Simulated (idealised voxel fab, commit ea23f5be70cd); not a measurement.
process module | voxel ribs on slabs
cross-section cut | 270 nm wide | cells 5 nm
A cross-section is a grid of square cells, given in bands from the top down. A band is one or more rows of cells.
Each band's line starts with the height of the band's top and of its bottom, in nm. Then come its materials from left to right, each with its width in nm. One material with "throughout" fills the band from edge to edge. "air" is empty space.
Height 0 is the level under which the wafer as received is all one material. The lowest band goes on downwards, as in "0 down".
A width such as "30 to 40" changes by the same amount from each row of cells to the next, from the band's top row to its bottom row.
"no change" after a step means that no cell of the cross-section changed.
closed voids: empty space of 8 cells or more with no open way to the top, each as width x height at its distance from the left edge, in nm
after a step's settings: what the simulator itself notes on the step
overlay nm, on a step with a mask: how far to the right of its planned place the mask lay; to the left if negative
plan
1 op RECEIVE | material Si
2 op DIRECTIONAL_DEP | material SiO2 | thk nm 25
3 op DIRECTIONAL_DEP | material polySi | thk nm 25
4 op DIRECTIONAL_DEP | material aC | thk nm 15
5 op PATTERN | tone cover | mask id RIB | material resist | width nm 20 | thk nm 30 | overlay nm 0
6 op DIRECTIONAL_ETCH | etch materials aC | depth nm 15
7 op STRIP | etch materials resist
8 op DIRECTIONAL_ETCH | etch materials polySi | depth nm 15
9 op STRIP | etch materials aC
10 op MASKED_ETCH | tone cover | mask id SLAB | width nm 70 | etch materials polySi | depth nm 5 | overlay nm 0
11 op FILL_DEP | material SiO2 | thk nm 30
12 op CMP | height nm 70
13 op DIRECTIONAL_DEP | material TiN | thk nm 10
14 op MASKED_ETCH | tone cover | mask id HEATER | width nm 30 | etch materials TiN | depth nm 10 | overlay nm 0
15 op CONFORMAL_DEP | material SiO2 | thk nm 10
varied across the wafers: depth nm of step 10. The plan shows the first wafer's value. All wafers start alike
first wafer as received, after step 1
  0 down: Si throughout
  closed voids: none
each wafer at the end: cells of each material gained (+) or lost (-) since it was received, then its closed voids
depth nm 5 | +792 SiO2 | +12 TiN | +80 polySi | closed voids: none
depth nm 10 | +832 SiO2 | +12 TiN | +40 polySi | closed voids: none
depth nm 15 | +832 SiO2 | +12 TiN | +40 polySi | closed voids: none
depth nm 20 | +832 SiO2 | +12 TiN | +40 polySi | closed voids: none
depth nm 25 | +832 SiO2 | +12 TiN | +40 polySi | closed voids: none
